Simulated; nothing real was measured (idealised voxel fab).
process module | voxel transistor to metal
cross-section cut | 300 nm wide | cells 5 nm
A cross-section is a grid of square cells, given in bands from the top down. A band is one or more rows of cells.
Each band's line starts with the height of the band's top and of its bottom, in nm. Then come its materials from left to right, each with its width in nm. One material with "throughout" fills the band from edge to edge. "air" is empty space.
Height 0 is the level under which the wafer as received is all one material. The lowest band goes on downwards, as in "0 down".
A width such as "30 to 40" changes by the same amount from each row of cells to the next, from the band's top row to its bottom row.
"no change" after a step means that no cell of the cross-section changed.
closed voids: empty space of 8 cells or more with no open way to the top, each as width x height at its distance from the left edge, in nm
after a step's settings: what the simulator itself notes on the step
overlay nm, on a step with a mask: how far to the right of its planned place the mask lay; to the left if negative
plan
1 op RECEIVE | material Si
2 op OXIDIZE | depth nm 5
3 op CONFORMAL_DEP | material SiN | thk nm 10
4 op MASKED_ETCH | tone cover | mask id ACTIVE | width nm 110 | pitch nm 140 | etch materials SiN | depth nm 10 | overlay nm 0
5 op MASKED_ETCH | tone cover | mask id ACTIVE | width nm 110 | pitch nm 140 | etch materials SiO2 | depth nm 5 | overlay nm 0
6 op MASKED_ETCH | tone cover | mask id ACTIVE | width nm 110 | pitch nm 140 | etch materials Si | depth nm 35 | overlay nm 0
7 op FILL_DEP | material SiO2 | thk nm 15
8 op CMP | height nm 10
9 op SELECTIVE_ETCH | etch materials SiO2 | depth nm 10
10 op STRIP | etch materials SiN
11 op SELECTIVE_ETCH | etch materials SiO2 | depth nm 5
12 op OXIDIZE | depth nm 5
13 op DIRECTIONAL_DEP | material polySi | thk nm 30
14 op DIRECTIONAL_DEP | material SiCN | thk nm 15
15 op PATTERN | tone cover | mask id GATE | material resist | width nm 20 | pitch nm 140 | thk nm 15 | overlay nm 0
16 op DIRECTIONAL_ETCH | etch materials SiCN | depth nm 25
17 op DIRECTIONAL_ETCH | etch materials polySi | depth nm 40
18 op STRIP | etch materials resist
19 op CONFORMAL_DEP | material SiO2 | thk nm 5
20 op DIRECTIONAL_ETCH | etch materials SiO2 | depth nm 5
21 op CONFORMAL_DEP | material SiN | thk nm 5
22 op DIRECTIONAL_ETCH | etch materials SiN | depth nm 5
23 op DIRECTIONAL_ETCH | etch materials SiO2 | depth nm 5
24 op DIRECTIONAL_ETCH | etch materials Si | depth nm 15
25 op EPI | material pSi | thk nm 15
26 op FILL_DEP | material SiO2 | thk nm 5
27 op CMP | height nm 40
28 op DIRECTIONAL_DEP | material SiO2 | thk nm 10
29 op MASKED_ETCH | tone open | mask id CONTACT | width nm 20 | pitch nm 70 | etch materials SiO2 | depth nm 60 | overlay nm 0
30 op CONFORMAL_DEP | material TiN | thk nm 5
31 op FILL_DEP | material W | thk nm 5
32 op CMP | height nm 50
33 op CONFORMAL_DEP | material SiCN | thk nm 5
34 op DIRECTIONAL_DEP | material SiO2 | thk nm 25
35 op MASKED_ETCH | tone open | mask id METAL_1 | width nm 20 | pitch nm 70 | etch materials SiO2 | depth nm 25 | overlay nm 0
36 op MASKED_ETCH | tone open | mask id METAL_1 | width nm 20 | pitch nm 70 | etch materials SiCN | depth nm 5 | overlay nm 0
37 op CONFORMAL_DEP | material TiN | thk nm 5
38 op FILL_DEP | material Cu | thk nm 10
39 op CMP | height nm 80
40 op EPI | material Ru | thk nm 5
41 op FILL_DEP | material SiCN | thk nm 5
as received, after step 1
  0 down: Si throughout
  closed voids: none
first wafer at the end, as planned
  90 to 85: SiCN throughout
  85 to 80: SiCN 30 | Ru 30 | SiCN 40 | Ru 30 | SiCN 40 | Ru 30 | SiCN 40 | Ru 30 | SiCN 30
  80 to 55: SiO2 35 | TiN 5 | Cu 10 | TiN 5 | SiO2 50 | TiN 5 | Cu 10 | TiN 5 | SiO2 50 | TiN 5 | Cu 10 | TiN 5 | SiO2 50 | TiN 5 | Cu 10 | TiN 5 | SiO2 35
  55 to 50: SiCN 35 | TiN 20 | SiCN 50 | TiN 20 | SiCN 50 | TiN 20 | SiCN 50 | TiN 20 | SiCN 35
  50 to 40: SiO2 35 | TiN 5 | W 10 | TiN 5 | SiO2 50 | TiN 5 | W 10 | TiN 5 | SiO2 50 | TiN 5 | W 10 | TiN 5 | SiO2 50 | TiN 5 | W 10 | TiN 5 | SiO2 35
  40 to 25: SiO2 35 | TiN 5 | W 10 | TiN 5 | SiO2 5 | SiN 5 | SiO2 5 | SiCN 20 | SiO2 5 | SiN 5 | SiO2 5 | TiN 5 | W 10 | TiN 5 | SiO2 50 | TiN 5 | W 10 | TiN 5 | SiO2 5 | SiN 5 | SiO2 5 | SiCN 20 | SiO2 5 | SiN 5 | SiO2 5 | TiN 5 | W 10 | TiN 5 | SiO2 35
  25 to 10: SiO2 35 | TiN 5 | W 10 | TiN 5 | SiO2 5 | SiN 5 | SiO2 5 | polySi 20 | SiO2 5 | SiN 5 | SiO2 5 | TiN 5 | W 10 | TiN 5 | SiO2 50 | TiN 5 | W 10 | TiN 5 | SiO2 5 | SiN 5 | SiO2 5 | polySi 20 | SiO2 5 | SiN 5 | SiO2 5 | TiN 5 | W 10 | TiN 5 | SiO2 35
  10 to 5: SiO2 35 | TiN 20 | SiO2 5 | SiN 5 | SiO2 5 | polySi 20 | SiO2 5 | SiN 5 | SiO2 5 | TiN 20 | SiO2 50 | TiN 20 | SiO2 5 | SiN 5 | SiO2 5 | polySi 20 | SiO2 5 | SiN 5 | SiO2 5 | TiN 20 | SiO2 35
  5 to -5: SiO2 35 | TiN 10 | pSi 15 | SiN 5 | SiO2 5 | polySi 20 | SiO2 5 | SiN 5 | pSi 15 | TiN 10 | SiO2 50 | TiN 10 | pSi 15 | SiN 5 | SiO2 5 | polySi 20 | SiO2 5 | SiN 5 | pSi 15 | TiN 10 | SiO2 35
  -5 to -10: SiO2 35 | TiN 10 | pSi 15 | SiO2 40 | pSi 15 | TiN 10 | SiO2 50 | TiN 10 | pSi 15 | SiO2 40 | pSi 15 | TiN 10 | SiO2 35
  -10 to -25: SiO2 25 | pSi 35 | Si 40 | pSi 35 | SiO2 30 | pSi 35 | Si 40 | pSi 35 | SiO2 25
  -25 to -40: SiO2 25 | Si 110 | SiO2 30 | Si 110 | SiO2 25
  -40 down: Si throughout
  closed voids: none
second wafer at the end: like start, like plan, one mistake
  90 to 85: SiCN throughout
  85 to 80: SiCN 30 | Ru 30 | SiCN 40 | Ru 30 | SiCN 40 | Ru 30 | SiCN 40 | Ru 30 | SiCN 30
  80 to 55: SiO2 35 | TiN 5 | Cu 10 | TiN 5 | SiO2 50 | TiN 5 | Cu 10 | TiN 5 | SiO2 50 | TiN 5 | Cu 10 | TiN 5 | SiO2 50 | TiN 5 | Cu 10 | TiN 5 | SiO2 35
  55 to 50: SiCN 35 | TiN 20 | SiCN 50 | TiN 20 | SiCN 50 | TiN 20 | SiCN 50 | TiN 20 | SiCN 35
  50 to 45: SiO2 35 | TiN 5 | W 10 | TiN 5 | SiO2 50 | TiN 5 | W 10 | TiN 5 | SiO2 50 | TiN 5 | W 10 | TiN 5 | SiO2 50 | TiN 5 | W 10 | TiN 5 | SiO2 35
  45 to 40: SiO2 35 | TiN 20 | SiO2 50 | TiN 20 | SiO2 50 | TiN 20 | SiO2 50 | TiN 20 | SiO2 35
  40 to 35: TiN 60 | SiN 5 | TiN 5 | SiCN 20 | TiN 5 | SiN 5 | TiN 100 | SiN 5 | TiN 5 | SiCN 20 | TiN 5 | SiN 5 | TiN 60
  35 to 25: TiN 60 | SiN 5 | SiO2 5 | SiCN 20 | SiO2 5 | SiN 5 | TiN 100 | SiN 5 | SiO2 5 | SiCN 20 | SiO2 5 | SiN 5 | TiN 60
  25 to 5: TiN 60 | SiN 5 | SiO2 5 | polySi 20 | SiO2 5 | SiN 5 | TiN 100 | SiN 5 | SiO2 5 | polySi 20 | SiO2 5 | SiN 5 | TiN 60
  5 to -5: TiN 45 | pSi 15 | SiN 5 | SiO2 5 | polySi 20 | SiO2 5 | SiN 5 | pSi 15 | TiN 70 | pSi 15 | SiN 5 | SiO2 5 | polySi 20 | SiO2 5 | SiN 5 | pSi 15 | TiN 45
  -5 to -10: TiN 45 | pSi 15 | SiO2 40 | pSi 15 | TiN 70 | pSi 15 | SiO2 40 | pSi 15 | TiN 45
  -10 to -25: SiO2 25 | pSi 35 | Si 40 | pSi 35 | SiO2 30 | pSi 35 | Si 40 | pSi 35 | SiO2 25
  -25 to -40: SiO2 25 | Si 110 | SiO2 30 | Si 110 | SiO2 25
  -40 down: Si throughout
  closed voids: none
what went wrong: step 26 ran as: op FILL_DEP | material TiN | thk nm 5
at the end the second wafer has, in cells: 272 fewer of SiO2 | 328 more of TiN | 56 fewer of W
